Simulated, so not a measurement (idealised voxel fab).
Process module in this document: voxel transistor to metal
150 nm wide, 5 nm square cells: that's cross-section cut.
Bands, listed from the top down, are how a cross-section gets written in this document; the cross-section itself is a grid of square cells, and a band is one or more rows of them. Band entry format. Leading values: height of top, height of bottom, nm. Remainder: materials in left-to-right order, each with its width in nm. Special words: "everywhere" on a single material, which then fills the band edge to edge; "air", empty space. Zero point of the height axis is 0; under it, received wafer = one material. Lowest band: continues down indefinitely, "0 and below". A two-number width, for instance "30..40", indicates that the width is equal to the first number in the top row of the band and to the second number in the bottom row, and that it changes by a constant amount per row of cells. Where a step carries "same as before", the cross-section came out of it unchanged, cell for cell. Look at "Closed-off voids" for the closed voids: empty spaces with no open path to the top, sized 8 cells or up. Each is width x height at distance, distance from the left edge, all nm. Heads up: the bit after the settings on a step's line is the simulator's remark on that step. The line of a step may include "overlay nm". On a step with a mask, this value is how far to the right of its planned place the mask lay. A negative value means the mask lay to the left.
THE FOLLOWING LIST GIVES THE PLANNED PROCESS STEPS
- 1: RECEIVE with material Si
- 2: OXIDIZE with depth nm 5
- 3: CONFORMAL_DEP with material SiN, thk nm 10
- 4: PATTERN with tone cover, mask id ACTIVE, material resist, width nm 95, thk nm 20, overlay nm 0
- 5: DIRECTIONAL_ETCH with etch materials SiN, depth nm 10
- 6: DIRECTIONAL_ETCH with etch materials SiO2, depth nm 5
- 7: DIRECTIONAL_ETCH with etch materials Si, depth nm 35
- 8: STRIP with etch materials resist
- 9: FILL_DEP with material SiO2, thk nm 5
- 10: CMP with height nm 10
- 11: SELECTIVE_ETCH with etch materials SiO2, depth nm 10
- 12: STRIP with etch materials SiN
- 13: SELECTIVE_ETCH with etch materials SiO2, depth nm 5
- 14: OXIDIZE with depth nm 5
- 15: DIRECTIONAL_DEP with material polySi, thk nm 30
- 16: DIRECTIONAL_DEP with material SiCN, thk nm 10
- 17: MASKED_ETCH with tone cover, mask id GATE, width nm 25, etch materials SiCN, depth nm 20, overlay nm 0
- 18: MASKED_ETCH with tone cover, mask id GATE, width nm 25, etch materials polySi, depth nm 40, overlay nm 0
- 19: CONFORMAL_DEP with material SiO2, thk nm 5
- 20: DIRECTIONAL_ETCH with etch materials SiO2, depth nm 5
- 21: CONFORMAL_DEP with material SiN, thk nm 5
- 22: DIRECTIONAL_ETCH with etch materials SiN, depth nm 5
- 23: DIRECTIONAL_ETCH with etch materials SiO2, depth nm 5
- 24: DIRECTIONAL_ETCH with etch materials Si, depth nm 5
- 25: EPI with material SiGe, thk nm 10
- 26: FILL_DEP with material SiO2, thk nm 10
- 27: CMP with height nm 25
- 28: STRIP with etch materials polySi
- 29: SELECTIVE_ETCH with etch materials SiO2, depth nm 5
- 30: CONFORMAL_DEP with material HfO2, thk nm 5
- 31: CONFORMAL_DEP with material TiN, thk nm 5
- 32: FILL_DEP with material W, thk nm 10
- 33: CMP with height nm 20
- 34: DIRECTIONAL_DEP with material SiO2, thk nm 15
- 35: MASKED_ETCH with tone open, mask id CONTACT, width nm 15, pitch nm 70, etch materials SiO2, depth nm 40, overlay nm 0
- 36: CONFORMAL_DEP with material TiN, thk nm 5
- 37: FILL_DEP with material Ru, thk nm 10
- 38: CMP with height nm 35
- 39: CONFORMAL_DEP with material SiCN, thk nm 5
- 40: DIRECTIONAL_DEP with material SiO2, thk nm 20
- 41: PATTERN with tone open, mask id METAL_1, material resist, width nm 15, pitch nm 70, thk nm 15, overlay nm 0
- 42: DIRECTIONAL_ETCH with etch materials SiO2, depth nm 20
- 43: DIRECTIONAL_ETCH with etch materials SiCN, depth nm 5
- 44: STRIP with etch materials resist
- 45: CONFORMAL_DEP with material TiN, thk nm 5
- 46: FILL_DEP with material Cu, thk nm 10
- 47: CMP with height nm 60
- 48: CONFORMAL_DEP with material SiN, thk nm 5
CROSS-SECTION, INCOMING MATERIAL, AFTER STEP 1
- 0 and below | Si everywhere
- Closed-off voids: none
SECTIONED VIEW, FIRST OF TWO WAFERS, AT THE CLOSE OF THE MODULE, PROCESSED AS INTENDED IN THE PLAN
- 65 down to 60 | SiN everywhere
- 60 down to 40 | 30 of SiO2; 5 of TiN; 5 of Cu; 5 of TiN; 55 of SiO2; 5 of TiN; 5 of Cu; 5 of TiN; 35 of SiO2
- 40 down to 35 | 30 of SiCN; 15 of TiN; 55 of SiCN; 15 of TiN; 35 of SiCN
- 35 down to 20 | 30 of SiO2; 5 of TiN; 5 of Ru; 5 of TiN; 55 of SiO2; 5 of TiN; 5 of Ru; 5 of TiN; 35 of SiO2
- 20 down to 5 | 30 of SiO2; 5 of TiN; 5 of Ru; 5 of TiN; 5 of SiO2; 5 of SiN; 5 of HfO2; 5 of TiN; 15 of W; 5 of TiN; 5 of HfO2; 5 of SiN; 5 of SiO2; 5 of TiN; 5 of Ru; 5 of TiN; 35 of SiO2
- 5 down to 0 | 30 of SiO2; 15 of TiN; 5 of SiO2; 5 of SiN; 5 of HfO2; 5 of TiN; 15 of W; 5 of TiN; 5 of HfO2; 5 of SiN; 5 of SiO2; 15 of TiN; 35 of SiO2
- 0 down to -5 | 30 of SiO2; 10 of TiN; 10 of SiGe; 5 of SiN; 5 of HfO2; 25 of TiN; 5 of HfO2; 5 of SiN; 10 of SiGe; 10 of TiN; 35 of SiO2
- -5 down to -10 | 20 of SiO2; 30 of SiGe; 5 of SiO2; 35 of HfO2; 5 of SiO2; 30 of SiGe; 25 of SiO2
- -10 down to -15 | 25 of SiO2; 25 of SiGe; 45 of Si; 25 of SiGe; 30 of SiO2
- -15 down to -40 | 25 of SiO2; 95 of Si; 30 of SiO2
- -40 and below | Si everywhere
- Closed-off voids: none
WAFER TWO (OF TWO), END-OF-MODULE CROSS-SECTION: START = WAFER ONE, PLAN = WAFER ONE, ONE RUN MISTAKE
- 65 down to 60 | SiN everywhere
- 60 down to 40 | 30 of SiO2; 5 of TiN; 5 of Cu; 5 of TiN; 55 of SiO2; 5 of TiN; 5 of Cu; 5 of TiN; 35 of SiO2
- 40 down to 35 | 30 of SiCN; 15 of TiN; 55 of SiCN; 15 of TiN; 35 of SiCN
- 35 down to 20 | 25 of SiO2; 5 of TiN; 5 of Ru; 5 of TiN; 55 of SiO2; 5 of TiN; 5 of Ru; 5 of TiN; 40 of SiO2
- 20 down to 5 | 25 of SiO2; 5 of TiN; 5 of Ru; 5 of TiN; 10 of SiO2; 5 of SiN; 5 of HfO2; 5 of TiN; 15 of W; 5 of TiN; 5 of HfO2; 5 of SiN; 5 of TiN; 5 of Ru; 5 of TiN; 40 of SiO2
- 5 down to 0 | 25 of SiO2; 5 of TiN; 5 of Ru; 5 of TiN; 10 of SiO2; 5 of SiN; 5 of HfO2; 5 of TiN; 15 of W; 5 of TiN; 5 of HfO2; 5 of SiN; 15 of TiN; 40 of SiO2
- 0 down to -5 | 25 of SiO2; 15 of TiN; 10 of SiGe; 5 of SiN; 5 of HfO2; 25 of TiN; 5 of HfO2; 5 of SiN; 10 of SiGe; 5 of TiN; 40 of SiO2
- -5 down to -10 | 20 of SiO2; 30 of SiGe; 5 of SiO2; 35 of HfO2; 5 of SiO2; 30 of SiGe; 25 of SiO2
- -10 down to -15 | 25 of SiO2; 25 of SiGe; 45 of Si; 25 of SiGe; 30 of SiO2
- -15 down to -40 | 25 of SiO2; 95 of Si; 30 of SiO2
- -40 and below | Si everywhere
- Closed-off voids: none
In executing the process, a mistake was made relative to the plan: step 35 ran as: MASKED_ETCH with tone open, mask id CONTACT, width nm 15, pitch nm 70, etch materials SiO2, depth nm 40, overlay nm -5
End check, counted in cells, second wafer has more or fewer of these materials than the first: +1 Ru; -1 TiN
